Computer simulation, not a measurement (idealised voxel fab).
This section sets out a process module, namely voxel self aligned contacts.
We display cut, a cross-section 215 nm in width whose square cells are each 5 nm.
If you're reading a cross-section in this doc, picture square cells in a grid; it comes to you as bands, top ones listed first down to the bottom, and a band can be one or more rows of cells.
A band entry consists of two parts. The first gives the height of the band's top and the height of its bottom, in nm. The rest lists the band's materials from left to right, each with its width in nm. A single material labelled with the word "edge to edge" fills the band from edge to edge, and the word "air" marks empty space.
The level at which height equals 0 is the one under which the wafer, as it arrives, is entirely one material. No lower edge exists for the bottom band, which continues downward and is notated as in "0 nm and below".
Width spec "30..40" -> top row of cells at first value, bottom row at second value, equal per-row change in between.
Where a step carries "nothing altered", the cross-section came out of it unchanged, cell for cell.
You'll see "Enclosed void entries" listing empty spaces that have no way open to the top, as long as they're 8 cells or more; the notation is width x height at distance, where the distance is from the left edge, and all of it is in nm.
On a step's line, text after the settings is the simulator commenting on that step.
For masked steps, "overlay nm" on the step line gives how far right of plan the mask actually lay; a minus sign means it lay to the left.
Everything after this point is organized in pairs: a cross-section before one process step, a cross-section after it that shows only as deep as the lowest changed band, and, under the pair, the intervening step with its settings. Because different runs of this module on the same starting wafer can supply different pairs, a pair continues from the pair above it only if its entry headed "Ahead of processing" says so.

[Ahead of processing]
    65 nm to 55 nm  aC 85 nm, then air 45 nm, then aC 85 nm
    55 nm to 50 nm  SiO2 85 nm, then air 45 nm, then SiO2 85 nm
    50 nm to 30 nm  SiO2 55 nm, then SiN 10 nm, then polySi 25 nm, then SiN 10 nm, then air 15 nm, then SiN 10 nm, then polySi 25 nm, then SiN 10 nm, then SiO2 55 nm
    30 nm to 5 nm  SiN edge to edge
    5 nm to 0 nm  SiO2 edge to edge
    0 nm and below  Si edge to edge
    Enclosed void entries: none

[Cross-Section After Step]
    55 nm to 50 nm  SiO2 85 nm, then air 45 nm, then SiO2 85 nm
    Anything lower than 50 is untouched.
    Enclosed void entries: none
Step taken after the before cross-section and before the after cross-section above: STRIP (etch materials aC)

Ahead of processing: Reference is made to the cross-section shown after the step in the pair directly above, which represents the state prior to this step.

[Cross-Section After Step]
    60 nm to 55 nm  TiN 90 nm, then air 35 nm, then TiN 90 nm
    55 nm to 50 nm  SiO2 85 nm, then TiN 20 nm, then air 5 nm, then TiN 20 nm, then SiO2 85 nm
    50 nm to 35 nm  SiO2 55 nm, then SiN 10 nm, then polySi 25 nm, then SiN 10 nm, then TiN 5 nm, then air 5 nm, then TiN 5 nm, then SiN 10 nm, then polySi 25 nm, then SiN 10 nm, then SiO2 55 nm
    35 nm to 30 nm  SiO2 55 nm, then SiN 10 nm, then polySi 25 nm, then SiN 10 nm, then TiN 15 nm, then SiN 10 nm, then polySi 25 nm, then SiN 10 nm, then SiO2 55 nm
    Anything lower than 30 is untouched.
    Enclosed void entries: none
Step taken after the before cross-section and before the after cross-section above: CONFORMAL_DEP (material TiN; thk nm 5)

Ahead of processing: Reference is made to the cross-section shown after the step in the pair directly above, which represents the state prior to this step.

[Cross-Section After Step]
    65 nm to 60 nm  Ru edge to edge
    60 nm to 55 nm  TiN 90 nm, then Ru 35 nm, then TiN 90 nm
    55 nm to 50 nm  SiO2 85 nm, then TiN 20 nm, then Ru 5 nm, then TiN 20 nm, then SiO2 85 nm
    50 nm to 35 nm  SiO2 55 nm, then SiN 10 nm, then polySi 25 nm, then SiN 10 nm, then TiN 5 nm, then Ru 5 nm, then TiN 5 nm, then SiN 10 nm, then polySi 25 nm, then SiN 10 nm, then SiO2 55 nm
    Anything lower than 35 is untouched.
    Enclosed void entries: none
Step taken after the before cross-section and before the after cross-section above: FILL_DEP (material Ru; thk nm 5)

Ahead of processing: Reference is made to the cross-section shown after the step in the pair directly above, which represents the state prior to this step.

[Cross-Section After Step]
    55 nm to 50 nm  SiO2 85 nm, then TiN 20 nm, then Ru 5 nm, then TiN 20 nm, then SiO2 85 nm
    Anything lower than 50 is untouched.
    Enclosed void entries: none
Step taken after the before cross-section and before the after cross-section above: CMP (height nm 55)

Ahead of processing: Reference is made to the cross-section shown after the step in the pair directly above, which represents the state prior to this step.

[Cross-Section After Step]
    60 nm to 55 nm  SiCN edge to edge
    Anything lower than 55 is untouched.
    Enclosed void entries: none
Step taken after the before cross-section and before the after cross-section above: CONFORMAL_DEP (material SiCN; thk nm 5)

[Ahead of processing]
    65 nm to 60 nm  Ru edge to edge
    60 nm to 55 nm  TiN 90 nm, then Ru 35 nm, then TiN 90 nm
    55 nm to 50 nm  SiO2 85 nm, then TiN 20 nm, then Ru 5 nm, then TiN 20 nm, then SiO2 85 nm
    50 nm to 25 nm  SiO2 55 nm, then SiN 45 nm, then TiN 5 nm, then Ru 5 nm, then TiN 5 nm, then SiN 45 nm, then SiO2 55 nm
    25 nm to 5 nm  SiO2 55 nm, then SiN 10 nm, then polySi 25 nm, then SiN 10 nm, then TiN 5 nm, then Ru 5 nm, then TiN 5 nm, then SiN 10 nm, then polySi 25 nm, then SiN 10 nm, then SiO2 55 nm
    5 nm to 0 nm  SiO2 100 nm, then TiN 15 nm, then SiO2 100 nm
    0 nm and below  Si edge to edge
    Enclosed void entries: none

[Cross-Section After Step]
    50 nm to 25 nm  SiO2 55 nm, then SiN 45 nm, then TiN 5 nm, then Ru 5 nm, then TiN 5 nm, then SiN 45 nm, then SiO2 55 nm
    Anything lower than 25 is untouched.
    Enclosed void entries: none
Step taken after the before cross-section and before the after cross-section above: CMP (height nm 50)

Ahead of processing: Reference is made to the cross-section shown after the step in the pair directly above, which represents the state prior to this step.

[Cross-Section After Step]
    55 nm to 50 nm  SiCN edge to edge
    Anything lower than 50 is untouched.
    Enclosed void entries: none
Step taken after the before cross-section and before the after cross-section above: CONFORMAL_DEP (material SiCN; thk nm 5)

[Ahead of processing]
    50 nm to 25 nm  SiN edge to edge
    25 nm to 5 nm  polySi edge to edge
    5 nm to 0 nm  SiO2 edge to edge
    0 nm and below  Si edge to edge
    Enclosed void entries: none

[Cross-Section After Step]
    50 nm to 25 nm  air 60 nm, then SiN 35 nm, then air 25 nm, then SiN 35 nm, then air 60 nm
    Anything lower than 25 is untouched.
    Enclosed void entries: none
Step taken after the before cross-section and before the after cross-section above: MASKED_ETCH (tone cover; mask id GATE; width nm 35; pitch nm 60; etch materials SiN; depth nm 25; overlay nm 0)

Ahead of processing: Reference is made to the cross-section shown after the step in the pair directly above, which represents the state prior to this step.

[Cross-Section After Step]
    50 nm to 25 nm  air 60 nm, then SiN 35 nm, then air 25 nm, then SiN 35 nm, then air 60 nm
    25 nm to 5 nm  air 60 nm, then polySi 35 nm, then air 25 nm, then polySi 35 nm, then air 60 nm
    Anything lower than 5 is untouched.
    Enclosed void entries: none
Step taken after the before cross-section and before the after cross-section above: MASKED_ETCH (tone cover; mask id GATE; width nm 25; pitch nm 60; etch materials polySi; depth nm 20; overlay nm 0)

Ahead of processing: Reference is made to the cross-section shown after the step in the pair directly above, which represents the state prior to this step.

[Cross-Section After Step]
    60 nm to 25 nm  air 50 nm, then SiN 55 nm, then air 5 nm, then SiN 55 nm, then air 50 nm
    25 nm to 15 nm  air 50 nm, then SiN 10 nm, then polySi 35 nm, then SiN 10 nm, then air 5 nm, then SiN 10 nm, then polySi 35 nm, then SiN 10 nm, then air 50 nm
    15 nm to 5 nm  SiN 60 nm, then polySi 35 nm, then SiN 25 nm, then polySi 35 nm, then SiN 60 nm
    Anything lower than 5 is untouched.
    Enclosed void entries: none
Step taken after the before cross-section and before the after cross-section above: CONFORMAL_DEP (material SiN; thk nm 10)

Ahead of processing: Reference is made to the cross-section shown after the step in the pair directly above, which represents the state prior to this step.

[Cross-Section After Step]
    50 nm to 25 nm  air 50 nm, then SiN 55 nm, then air 5 nm, then SiN 55 nm, then air 50 nm
    25 nm to 5 nm  air 50 nm, then SiN 10 nm, then polySi 35 nm, then SiN 10 nm, then air 5 nm, then SiN 10 nm, then polySi 35 nm, then SiN 10 nm, then air 50 nm
    Anything lower than 5 is untouched.
    Enclosed void entries: none
Step taken after the before cross-section and before the after cross-section above: DIRECTIONAL_ETCH (etch materials SiN; depth nm 10)

Ahead of processing: Reference is made to the cross-section shown after the step in the pair directly above, which represents the state prior to this step.

[Cross-Section After Step]
    60 nm to 50 nm  SiO2 edge to edge
    50 nm to 25 nm  SiO2 50 nm, then SiN 55 nm, then SiO2 5 nm, then SiN 55 nm, then SiO2 50 nm
    25 nm to 5 nm  SiO2 50 nm, then SiN 10 nm, then polySi 35 nm, then SiN 10 nm, then SiO2 5 nm, then SiN 10 nm, then polySi 35 nm, then SiN 10 nm, then SiO2 50 nm
    Anything lower than 5 is untouched.
    Enclosed void entries: none
Step taken after the before cross-section and before the after cross-section above: FILL_DEP (material SiO2; thk nm 10)

Ahead of processing: Reference is made to the cross-section shown after the step in the pair directly above, which represents the state prior to this step.

[Cross-Section After Step]
    55 nm to 50 nm  SiO2 edge to edge
    Anything lower than 50 is untouched.
    Enclosed void entries: none
Step taken after the before cross-section and before the after cross-section above: CMP (height nm 55)

Ahead of processing: Reference is made to the cross-section shown after the step in the pair directly above, which represents the state prior to this step.

[Cross-Section After Step]
    65 nm to 55 nm  aC edge to edge
    Anything lower than 55 is untouched.
    Enclosed void entries: none
Step taken after the before cross-section and before the after cross-section above: DIRECTIONAL_DEP (material aC; thk nm 10)

Ahead of processing: Reference is made to the cross-section shown after the step in the pair directly above, which represents the state prior to this step.

[Cross-Section After Step]
    95 nm to 65 nm  resist 85 nm, then air 45 nm, then resist 85 nm
    Anything lower than 65 is untouched.
    Enclosed void entries: none
Step taken after the before cross-section and before the after cross-section above: PATTERN (tone open; mask id CONTACT; material resist; width nm 45; thk nm 30; overlay nm 0)

Ahead of processing: Reference is made to the cross-section shown after the step in the pair directly above, which represents the state prior to this step.

[Cross-Section After Step]
    85 nm to 65 nm  resist 85 nm, then air 45 nm, then resist 85 nm
    65 nm to 55 nm  aC 85 nm, then air 45 nm, then aC 85 nm
    Anything lower than 55 is untouched.
    Enclosed void entries: none
Step taken after the before cross-section and before the after cross-section above: DIRECTIONAL_ETCH (etch materials aC; depth nm 10)

Ahead of processing: Reference is made to the cross-section shown after the step in the pair directly above, which represents the state prior to this step.

[Cross-Section After Step]
    65 nm to 55 nm  aC 85 nm, then air 45 nm, then aC 85 nm
    Anything lower than 55 is untouched.
    Enclosed void entries: none
Step taken after the before cross-section and before the after cross-section above: STRIP (etch materials resist)

Ahead of processing: Reference is made to the cross-section shown after the step in the pair directly above, which represents the state prior to this step.

[Cross-Section After Step]
    65 nm to 55 nm  aC 85 nm, then air 45 nm, then aC 85 nm
    55 nm to 50 nm  SiO2 85 nm, then air 45 nm, then SiO2 85 nm
    50 nm to 25 nm  SiO2 50 nm, then SiN 55 nm, then air 5 nm, then SiN 55 nm, then SiO2 50 nm
    25 nm to 5 nm  SiO2 50 nm, then SiN 10 nm, then polySi 35 nm, then SiN 10 nm, then air 5 nm, then SiN 10 nm, then polySi 35 nm, then SiN 10 nm, then SiO2 50 nm
    5 nm to 0 nm  SiO2 105 nm, then air 5 nm, then SiO2 105 nm
    Anything lower than 0 is untouched.
    Enclosed void entries: none
Step taken after the before cross-section and before the after cross-section above: DIRECTIONAL_ETCH (etch materials SiO2; depth nm 55)

Ahead of processing: Reference is made to the cross-section shown after the step in the pair directly above, which represents the state prior to this step.

[Cross-Section After Step]
    55 nm to 50 nm  SiO2 85 nm, then air 45 nm, then SiO2 85 nm
    Anything lower than 50 is untouched.
    Enclosed void entries: none
Step taken after the before cross-section and before the after cross-section above: STRIP (etch materials aC)

Ahead of processing: Reference is made to the cross-section shown after the step in the pair directly above, which represents the state prior to this step.

[Cross-Section After Step]
    60 nm to 55 nm  TiN 90 nm, then air 35 nm, then TiN 90 nm
    55 nm to 50 nm  SiO2 85 nm, then TiN 45 nm, then SiO2 85 nm
    50 nm to 25 nm  SiO2 50 nm, then SiN 55 nm, then TiN 5 nm, then SiN 55 nm, then SiO2 50 nm
    25 nm to 5 nm  SiO2 50 nm, then SiN 10 nm, then polySi 35 nm, then SiN 10 nm, then TiN 5 nm, then SiN 10 nm, then polySi 35 nm, then SiN 10 nm, then SiO2 50 nm
    5 nm to 0 nm  SiO2 105 nm, then TiN 5 nm, then SiO2 105 nm
    Anything lower than 0 is untouched.
    Enclosed void entries: none
Step taken after the before cross-section and before the after cross-section above: CONFORMAL_DEP (material TiN; thk nm 5)

Ahead of processing: Reference is made to the cross-section shown after the step in the pair directly above, which represents the state prior to this step.

[Cross-Section After Step]
    65 nm to 60 nm  Ru edge to edge
    60 nm to 55 nm  TiN 90 nm, then Ru 35 nm, then TiN 90 nm
    Anything lower than 55 is untouched.
    Enclosed void entries: none
Step taken after the before cross-section and before the after cross-section above: FILL_DEP (material Ru; thk nm 5)

Ahead of processing: Reference is made to the cross-section shown after the step in the pair directly above, which represents the state prior to this step.

[Cross-Section After Step]
    55 nm to 50 nm  SiO2 85 nm, then TiN 45 nm, then SiO2 85 nm
    Anything lower than 50 is untouched.
    Enclosed void entries: none
Step taken after the before cross-section and before the after cross-section above: CMP (height nm 55)

Ahead of processing: Reference is made to the cross-section shown after the step in the pair directly above, which represents the state prior to this step.

[Cross-Section After Step]
    60 nm to 55 nm  SiCN edge to edge
    Anything lower than 55 is untouched.
    Enclosed void entries: none
Step taken after the before cross-section and before the after cross-section above: CONFORMAL_DEP (material SiCN; thk nm 5)

[Ahead of processing]
    50 nm to 25 nm  SiN edge to edge
    25 nm to 5 nm  polySi edge to edge
    5 nm to 0 nm  SiO2 edge to edge
    0 nm and below  Si edge to edge
    Enclosed void entries: none

[Cross-Section After Step]
    50 nm to 25 nm  air 70 nm, then SiN 25 nm, then air 35 nm, then SiN 25 nm, then air 60 nm
    Anything lower than 25 is untouched.
    Enclosed void entries: none
Step taken after the before cross-section and before the after cross-section above: MASKED_ETCH (tone cover; mask id GATE; width nm 25; pitch nm 60; etch materials SiN; depth nm 25; overlay nm 5)

Ahead of processing: Reference is made to the cross-section shown after the step in the pair directly above, which represents the state prior to this step.

[Cross-Section After Step]
    50 nm to 25 nm  air 70 nm, then SiN 25 nm, then air 35 nm, then SiN 25 nm, then air 60 nm
    25 nm to 5 nm  air 65 nm, then polySi 30 nm, then air 30 nm, then polySi 30 nm, then air 60 nm
    Anything lower than 5 is untouched.
    Enclosed void entries: none
Step taken after the before cross-section and before the after cross-section above: MASKED_ETCH (tone cover; mask id GATE; width nm 25; pitch nm 60; etch materials polySi; depth nm 20; overlay nm 0)

Ahead of processing: Reference is made to the cross-section shown after the step in the pair directly above, which represents the state prior to this step.

[Cross-Section After Step]
    60 nm to 35 nm  air 60 nm, then SiN 45 nm, then air 15 nm, then SiN 45 nm, then air 50 nm
    35 nm to 25 nm  air 55 nm, then SiN 50 nm, then air 10 nm, then SiN 50 nm, then air 50 nm
    25 nm to 15 nm  air 55 nm, then SiN 10 nm, then polySi 30 nm, then SiN 10 nm, then air 10 nm, then SiN 10 nm, then polySi 30 nm, then SiN 10 nm, then air 50 nm
    15 nm to 5 nm  SiN 65 nm, then polySi 30 nm, then SiN 30 nm, then polySi 30 nm, then SiN 60 nm
    Anything lower than 5 is untouched.
    Enclosed void entries: none
Step taken after the before cross-section and before the after cross-section above: CONFORMAL_DEP (material SiN; thk nm 10)

Ahead of processing: Reference is made to the cross-section shown after the step in the pair directly above, which represents the state prior to this step.

[Cross-Section After Step]
    50 nm to 25 nm  air 60 nm, then SiN 45 nm, then air 15 nm, then SiN 45 nm, then air 50 nm
    25 nm to 5 nm  air 55 nm, then SiN 10 nm, then polySi 30 nm, then SiN 10 nm, then air 10 nm, then SiN 10 nm, then polySi 30 nm, then SiN 10 nm, then air 50 nm
    Anything lower than 5 is untouched.
    Enclosed void entries: none
Step taken after the before cross-section and before the after cross-section above: DIRECTIONAL_ETCH (etch materials SiN; depth nm 10)

Ahead of processing: Reference is made to the cross-section shown after the step in the pair directly above, which represents the state prior to this step.

[Cross-Section After Step]
    60 nm to 50 nm  SiO2 edge to edge
    50 nm to 25 nm  SiO2 60 nm, then SiN 45 nm, then SiO2 15 nm, then SiN 45 nm, then SiO2 50 nm
    25 nm to 5 nm  SiO2 55 nm, then SiN 10 nm, then polySi 30 nm, then SiN 10 nm, then SiO2 10 nm, then SiN 10 nm, then polySi 30 nm, then SiN 10 nm, then SiO2 50 nm
    Anything lower than 5 is untouched.
    Enclosed void entries: none
Step taken after the before cross-section and before the after cross-section above: FILL_DEP (material SiO2; thk nm 10)

Ahead of processing: Reference is made to the cross-section shown after the step in the pair directly above, which represents the state prior to this step.

[Cross-Section After Step]
    55 nm to 50 nm  SiO2 edge to edge
    Anything lower than 50 is untouched.
    Enclosed void entries: none
Step taken after the before cross-section and before the after cross-section above: CMP (height nm 55)

Ahead of processing: Reference is made to the cross-section shown after the step in the pair directly above, which represents the state prior to this step.

[Cross-Section After Step]
    65 nm to 55 nm  aC edge to edge
    Anything lower than 55 is untouched.
    Enclosed void entries: none
Step taken after the before cross-section and before the after cross-section above: DIRECTIONAL_DEP (material aC; thk nm 10)

Ahead of processing: Reference is made to the cross-section shown after the step in the pair directly above, which represents the state prior to this step.

[Cross-Section After Step]
    95 nm to 65 nm  resist 85 nm, then air 45 nm, then resist 85 nm
    Anything lower than 65 is untouched.
    Enclosed void entries: none
Step taken after the before cross-section and before the after cross-section above: PATTERN (tone open; mask id CONTACT; material resist; width nm 45; thk nm 30; overlay nm 0)

Ahead of processing: Reference is made to the cross-section shown after the step in the pair directly above, which represents the state prior to this step.

[Cross-Section After Step]
    85 nm to 65 nm  resist 85 nm, then air 45 nm, then resist 85 nm
    65 nm to 55 nm  aC 85 nm, then air 45 nm, then aC 85 nm
    Anything lower than 55 is untouched.
    Enclosed void entries: none
Step taken after the before cross-section and before the after cross-section above: DIRECTIONAL_ETCH (etch materials aC; depth nm 10)

Ahead of processing: Reference is made to the cross-section shown after the step in the pair directly above, which represents the state prior to this step.

[Cross-Section After Step]
    65 nm to 55 nm  aC 85 nm, then air 45 nm, then aC 85 nm
    Anything lower than 55 is untouched.
    Enclosed void entries: none
Step taken after the before cross-section and before the after cross-section above: STRIP (etch materials resist)

Ahead of processing: Reference is made to the cross-section shown after the step in the pair directly above, which represents the state prior to this step.

[Cross-Section After Step]
    65 nm to 55 nm  aC 85 nm, then air 45 nm, then aC 85 nm
    55 nm to 50 nm  SiO2 85 nm, then air 45 nm, then SiO2 85 nm
    50 nm to 25 nm  SiO2 60 nm, then SiN 45 nm, then air 15 nm, then SiN 45 nm, then SiO2 50 nm
    25 nm to 5 nm  SiO2 55 nm, then SiN 10 nm, then polySi 30 nm, then SiN 10 nm, then air 10 nm, then SiN 10 nm, then polySi 30 nm, then SiN 10 nm, then SiO2 50 nm
    5 nm to 0 nm  SiO2 105 nm, then air 10 nm, then SiO2 100 nm
    Anything lower than 0 is untouched.
    Enclosed void entries: none
Step taken after the before cross-section and before the after cross-section above: DIRECTIONAL_ETCH (etch materials SiO2; depth nm 55)

Ahead of processing: Reference is made to the cross-section shown after the step in the pair directly above, which represents the state prior to this step.

[Cross-Section After Step]
    55 nm to 50 nm  SiO2 85 nm, then air 45 nm, then SiO2 85 nm
    Anything lower than 50 is untouched.
    Enclosed void entries: none
Step taken after the before cross-section and before the after cross-section above: STRIP (etch materials aC)

Ahead of processing: Reference is made to the cross-section shown after the step in the pair directly above, which represents the state prior to this step.

[Cross-Section After Step]
    60 nm to 55 nm  TiN 90 nm, then air 35 nm, then TiN 90 nm
    55 nm to 50 nm  SiO2 85 nm, then TiN 25 nm, then air 5 nm, then TiN 15 nm, then SiO2 85 nm
    50 nm to 30 nm  SiO2 60 nm, then SiN 45 nm, then TiN 5 nm, then air 5 nm, then TiN 5 nm, then SiN 45 nm, then SiO2 50 nm
    30 nm to 25 nm  SiO2 60 nm, then SiN 45 nm, then TiN 15 nm, then SiN 45 nm, then SiO2 50 nm
    25 nm to 5 nm  SiO2 55 nm, then SiN 10 nm, then polySi 30 nm, then SiN 10 nm, then TiN 10 nm, then SiN 10 nm, then polySi 30 nm, then SiN 10 nm, then SiO2 50 nm
    5 nm to 0 nm  SiO2 105 nm, then TiN 10 nm, then SiO2 100 nm
    Anything lower than 0 is untouched.
    Enclosed void entries: none
Step taken after the before cross-section and before the after cross-section above: CONFORMAL_DEP (material TiN; thk nm 5)

Ahead of processing: Reference is made to the cross-section shown after the step in the pair directly above, which represents the state prior to this step.

[Cross-Section After Step]
    65 nm to 60 nm  Ru edge to edge
    60 nm to 55 nm  TiN 90 nm, then Ru 35 nm, then TiN 90 nm
    55 nm to 50 nm  SiO2 85 nm, then TiN 25 nm, then Ru 5 nm, then TiN 15 nm, then SiO2 85 nm
    50 nm to 30 nm  SiO2 60 nm, then SiN 45 nm, then TiN 5 nm, then Ru 5 nm, then TiN 5 nm, then SiN 45 nm, then SiO2 50 nm
    Anything lower than 30 is untouched.
    Enclosed void entries: none
Step taken after the before cross-section and before the after cross-section above: FILL_DEP (material Ru; thk nm 5)

Ahead of processing: Reference is made to the cross-section shown after the step in the pair directly above, which represents the state prior to this step.

[Cross-Section After Step]
    55 nm to 50 nm  SiO2 85 nm, then TiN 25 nm, then Ru 5 nm, then TiN 15 nm, then SiO2 85 nm
    Anything lower than 50 is untouched.
    Enclosed void entries: none
Step taken after the before cross-section and before the after cross-section above: CMP (height nm 55)

Ahead of processing: Reference is made to the cross-section shown after the step in the pair directly above, which represents the state prior to this step.

[Cross-Section After Step]
    60 nm to 55 nm  SiCN edge to edge
    Anything lower than 55 is untouched.
    Enclosed void entries: none
Step taken after the before cross-section and before the after cross-section above: CONFORMAL_DEP (material SiCN; thk nm 5)

[Ahead of processing]
    50 nm to 25 nm  air 55 nm, then SiN 45 nm, then air 15 nm, then SiN 45 nm, then air 55 nm
    25 nm to 5 nm  air 55 nm, then SiN 10 nm, then polySi 25 nm, then SiN 10 nm, then air 15 nm, then SiN 10 nm, then polySi 25 nm, then SiN 10 nm, then air 55 nm
    5 nm to 0 nm  SiO2 edge to edge
    0 nm and below  Si edge to edge
    Enclosed void entries: none

[Cross-Section After Step]
    60 nm to 25 nm  SiN edge to edge
    25 nm to 5 nm  SiN 65 nm, then polySi 25 nm, then SiN 35 nm, then polySi 25 nm, then SiN 65 nm
    Anything lower than 5 is untouched.
    Enclosed void entries: none
Step taken after the before cross-section and before the after cross-section above: FILL_DEP (material SiN; thk nm 10)

Ahead of processing: Reference is made to the cross-section shown after the step in the pair directly above, which represents the state prior to this step.

[Cross-Section After Step]
    55 nm to 25 nm  SiN edge to edge
    Anything lower than 25 is untouched.
    Enclosed void entries: none
Step taken after the before cross-section and before the after cross-section above: CMP (height nm 55)

Ahead of processing: Reference is made to the cross-section shown after the step in the pair directly above, which represents the state prior to this step.

[Cross-Section After Step]
    65 nm to 55 nm  aC edge to edge
    Anything lower than 55 is untouched.
    Enclosed void entries: none
Step taken after the before cross-section and before the after cross-section above: DIRECTIONAL_DEP (material aC; thk nm 10)

Ahead of processing: Reference is made to the cross-section shown after the step in the pair directly above, which represents the state prior to this step.

[Cross-Section After Step]
    95 nm to 65 nm  resist 85 nm, then air 45 nm, then resist 85 nm
    Anything lower than 65 is untouched.
    Enclosed void entries: none
Step taken after the before cross-section and before the after cross-section above: PATTERN (tone open; mask id CONTACT; material resist; width nm 45; thk nm 30; overlay nm 0)

Ahead of processing: Reference is made to the cross-section shown after the step in the pair directly above, which represents the state prior to this step.

[Cross-Section After Step]
    85 nm to 65 nm  resist 85 nm, then air 45 nm, then resist 85 nm
    65 nm to 55 nm  aC 85 nm, then air 45 nm, then aC 85 nm
    Anything lower than 55 is untouched.
    Enclosed void entries: none
Step taken after the before cross-section and before the after cross-section above: DIRECTIONAL_ETCH (etch materials aC; depth nm 10)

Ahead of processing: Reference is made to the cross-section shown after the step in the pair directly above, which represents the state prior to this step.

[Cross-Section After Step]
    65 nm to 55 nm  aC 85 nm, then air 45 nm, then aC 85 nm
    Anything lower than 55 is untouched.
    Enclosed void entries: none
Step taken after the before cross-section and before the after cross-section above: STRIP (etch materials resist)

Ahead of processing: Reference is made to the cross-section shown after the step in the pair directly above, which represents the state prior to this step.

[Cross-Section After Step]
    55 nm to 25 nm  SiN edge to edge
    Anything lower than 25 is untouched.
    Enclosed void entries: none
Step taken after the before cross-section and before the after cross-section above: STRIP (etch materials aC)

Ahead of processing: Reference is made to the cross-section shown after the step in the pair directly above, which represents the state prior to this step.

[Cross-Section After Step]
    60 nm to 55 nm  TiN edge to edge
    Anything lower than 55 is untouched.
    Enclosed void entries: none
Step taken after the before cross-section and before the after cross-section above: CONFORMAL_DEP (material TiN; thk nm 5)

Ahead of processing: Reference is made to the cross-section shown after the step in the pair directly above, which represents the state prior to this step.

[Cross-Section After Step]
    65 nm to 60 nm  Ru edge to edge
    Anything lower than 60 is untouched.
    Enclosed void entries: none
Step taken after the before cross-section and before the after cross-section above: FILL_DEP (material Ru; thk nm 5)

Ahead of processing: Reference is made to the cross-section shown after the step in the pair directly above, which represents the state prior to this step.

[Cross-Section After Step]
    55 nm to 25 nm  SiN edge to edge
    Anything lower than 25 is untouched.
    Enclosed void entries: none
Step taken after the before cross-section and before the after cross-section above: CMP (height nm 55)

Ahead of processing: Reference is made to the cross-section shown after the step in the pair directly above, which represents the state prior to this step.

[Cross-Section After Step]
    60 nm to 55 nm  SiCN edge to edge
    Anything lower than 55 is untouched.
    Enclosed void entries: none
Step taken after the before cross-section and before the after cross-section above: CONFORMAL_DEP (material SiCN; thk nm 5)

[Ahead of processing]
    50 nm to 25 nm  SiN edge to edge
    25 nm to 5 nm  polySi edge to edge
    5 nm to 0 nm  SiO2 edge to edge
    0 nm and below  Si edge to edge
    Enclosed void entries: none

[Cross-Section After Step]
    50 nm to 25 nm  SiN 65 nm, then air 25 nm, then SiN 35 nm, then air 25 nm, then SiN 65 nm
    Anything lower than 25 is untouched.
    Enclosed void entries: none
Step taken after the before cross-section and before the after cross-section above: MASKED_ETCH (tone open; mask id GATE; width nm 25; pitch nm 60; etch materials SiN; depth nm 25; overlay nm 0)

Ahead of processing: Reference is made to the cross-section shown after the step in the pair directly above, which represents the state prior to this step.

[Cross-Section After Step]
    60 nm to 35 nm  SiN 75 nm, then air 5 nm, then SiN 55 nm, then air 5 nm, then SiN 75 nm
    35 nm to 25 nm  SiN edge to edge
    Anything lower than 25 is untouched.
    Enclosed void entries: none
Step taken after the before cross-section and before the after cross-section above: CONFORMAL_DEP (material SiN; thk nm 10)

Ahead of processing: Reference is made to the cross-section shown after the step in the pair directly above, which represents the state prior to this step.

[Cross-Section After Step]
    50 nm to 25 nm  SiN 75 nm, then air 5 nm, then SiN 55 nm, then air 5 nm, then SiN 75 nm
    Anything lower than 25 is untouched.
    Enclosed void entries: none
Step taken after the before cross-section and before the after cross-section above: DIRECTIONAL_ETCH (etch materials SiN; depth nm 10)

Ahead of processing: Reference is made to the cross-section shown after the step in the pair directly above, which represents the state prior to this step.

[Cross-Section After Step]
    60 nm to 50 nm  SiO2 edge to edge
    50 nm to 25 nm  SiN 75 nm, then SiO2 5 nm, then SiN 55 nm, then SiO2 5 nm, then SiN 75 nm
    Anything lower than 25 is untouched.
    Enclosed void entries: none
Step taken after the before cross-section and before the after cross-section above: FILL_DEP (material SiO2; thk nm 10)

Ahead of processing: Reference is made to the cross-section shown after the step in the pair directly above, which represents the state prior to this step.

[Cross-Section After Step]
    55 nm to 50 nm  SiO2 edge to edge
    Anything lower than 50 is untouched.
    Enclosed void entries: none
Step taken after the before cross-section and before the after cross-section above: CMP (height nm 55)

Ahead of processing: Reference is made to the cross-section shown after the step in the pair directly above, which represents the state prior to this step.

[Cross-Section After Step]
    65 nm to 55 nm  aC edge to edge
    Anything lower than 55 is untouched.
    Enclosed void entries: none
Step taken after the before cross-section and before the after cross-section above: DIRECTIONAL_DEP (material aC; thk nm 10)

Ahead of processing: Reference is made to the cross-section shown after the step in the pair directly above, which represents the state prior to this step.

[Cross-Section After Step]
    95 nm to 65 nm  resist 85 nm, then air 45 nm, then resist 85 nm
    Anything lower than 65 is untouched.
    Enclosed void entries: none
Step taken after the before cross-section and before the after cross-section above: PATTERN (tone open; mask id CONTACT; material resist; width nm 45; thk nm 30; overlay nm 0)

Ahead of processing: Reference is made to the cross-section shown after the step in the pair directly above, which represents the state prior to this step.

[Cross-Section After Step]
    85 nm to 65 nm  resist 85 nm, then air 45 nm, then resist 85 nm
    65 nm to 55 nm  aC 85 nm, then air 45 nm, then aC 85 nm
    Anything lower than 55 is untouched.
    Enclosed void entries: none
Step taken after the before cross-section and before the after cross-section above: DIRECTIONAL_ETCH (etch materials aC; depth nm 10)

Ahead of processing: Reference is made to the cross-section shown after the step in the pair directly above, which represents the state prior to this step.

[Cross-Section After Step]
    65 nm to 55 nm  aC 85 nm, then air 45 nm, then aC 85 nm
    Anything lower than 55 is untouched.
    Enclosed void entries: none
Step taken after the before cross-section and before the after cross-section above: STRIP (etch materials resist)

Ahead of processing: Reference is made to the cross-section shown after the step in the pair directly above, which represents the state prior to this step.

[Cross-Section After Step]
    65 nm to 55 nm  aC 85 nm, then air 45 nm, then aC 85 nm
    55 nm to 50 nm  SiO2 85 nm, then air 45 nm, then SiO2 85 nm
    Anything lower than 50 is untouched.
    Enclosed void entries: none
Step taken after the before cross-section and before the after cross-section above: DIRECTIONAL_ETCH (etch materials SiO2; depth nm 55)

Ahead of processing: Reference is made to the cross-section shown after the step in the pair directly above, which represents the state prior to this step.

[Cross-Section After Step]
    55 nm to 50 nm  SiO2 85 nm, then air 45 nm, then SiO2 85 nm
    Anything lower than 50 is untouched.
    Enclosed void entries: none
Step taken after the before cross-section and before the after cross-section above: STRIP (etch materials aC)

Ahead of processing: Reference is made to the cross-section shown after the step in the pair directly above, which represents the state prior to this step.

[Cross-Section After Step]
    60 nm to 55 nm  TiN 90 nm, then air 35 nm, then TiN 90 nm
    55 nm to 50 nm  SiO2 85 nm, then TiN 45 nm, then SiO2 85 nm
    Anything lower than 50 is untouched.
    Enclosed void entries: none
Step taken after the before cross-section and before the after cross-section above: CONFORMAL_DEP (material TiN; thk nm 5)
